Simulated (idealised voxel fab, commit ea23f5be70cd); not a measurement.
Herein follows the process module entitled voxel self aligned contacts.
This is section cut - it's 185 nm across, gridded in 5 nm square cells.
The cross-sections in this document take the form of a grid made of square cells. They are written out as bands, in order from top to bottom. Each band consists of one or more rows of cells. Heads up on the band format: heights come first, top then bottom, in nm. After that it's the materials left to right, each with its width in nm. A single material flagged "edge to edge" fills the whole band edge to edge, and "empty" means there's empty space there. For the purposes of this specification, 0 denotes the height below which the wafer in its as-received condition is composed wholly of one material, and the lowermost band, lacking a lower limit, extends downward without end, as expressed in "0 down". A two-number width, for instance "30..40", indicates that the width is equal to the first number in the top row of the band and to the second number in the bottom row, and that it changes by a constant amount per row of cells. Where a step carries "remains unaltered", the cross-section came out of it unchanged, cell for cell. The entry titled "Closed void list" provides the empty spaces that have no open way to the top, restricted to those of 8 cells or more. Each is presented as width x height at distance, the distance being measured from the left edge, with all three in nm. after a step's settings: what the simulator itself notes on the step. The "overlay nm" setting may appear on a step's line; for a step that uses a mask, it gives how far to the right of its planned position the mask lay, and a negative value indicates the left.
Process steps - plan
1,RECEIVE [material Si]
2,OXIDIZE [depth nm 5]
3,DIRECTIONAL_DEP [material polySi] [thk nm 30]
4,DIRECTIONAL_DEP [material SiN] [thk nm 15]
5,PATTERN [tone cover] [mask id GATE] [material resist] [width nm 25] [pitch nm 50] [thk nm 15] [overlay nm 0]
6,DIRECTIONAL_ETCH [etch materials SiN] [depth nm 15]
7,DIRECTIONAL_ETCH [etch materials polySi] [depth nm 30]
8,STRIP [etch materials resist]
9,CONFORMAL_DEP [material SiN] [thk nm 5]
10,DIRECTIONAL_ETCH [etch materials SiN] [depth nm 5]
11,FILL_DEP [material SiO2] [thk nm 15]
12,CMP [height nm 50]
13,MASKED_ETCH [tone open] [mask id CONTACT] [width nm 35] [etch materials SiO2] [depth nm 55] [overlay nm 0]
14,CONFORMAL_DEP [material TiN] [thk nm 5]
15,FILL_DEP [material W] [thk nm 5]
16,CMP [height nm 50]
17,CONFORMAL_DEP [material SiCN] [thk nm 5]
As received (post step 1): cross-section
> 0 down: Si edge to edge
> Closed void list: none
Below is the wafer in cross-section after the module was completed. It began from the starting point shown above and followed the plan shown above, except that one mistake was made while running it
> 55 to 50: SiCN edge to edge
> 50 to 35: SiO2: 50 | SiN: 5 | polySi: 25 | SiN: 5 | TiN: 5 | W: 5 | TiN: 5 | SiN: 5 | polySi: 25 | SiN: 5 | SiO2: 50
> 35 to 30: SiO2: 50 | SiN: 5 | polySi: 25 | SiN: 5 | TiN: 15 | SiN: 5 | polySi: 25 | SiN: 5 | SiO2: 50
> 30 to 0: polySi edge to edge
> 0 to -5: SiO2 edge to edge
> -5 down: Si edge to edge
> Closed void list: none
So what did we get wrong on this run? yeah, plan step 3 got run twice
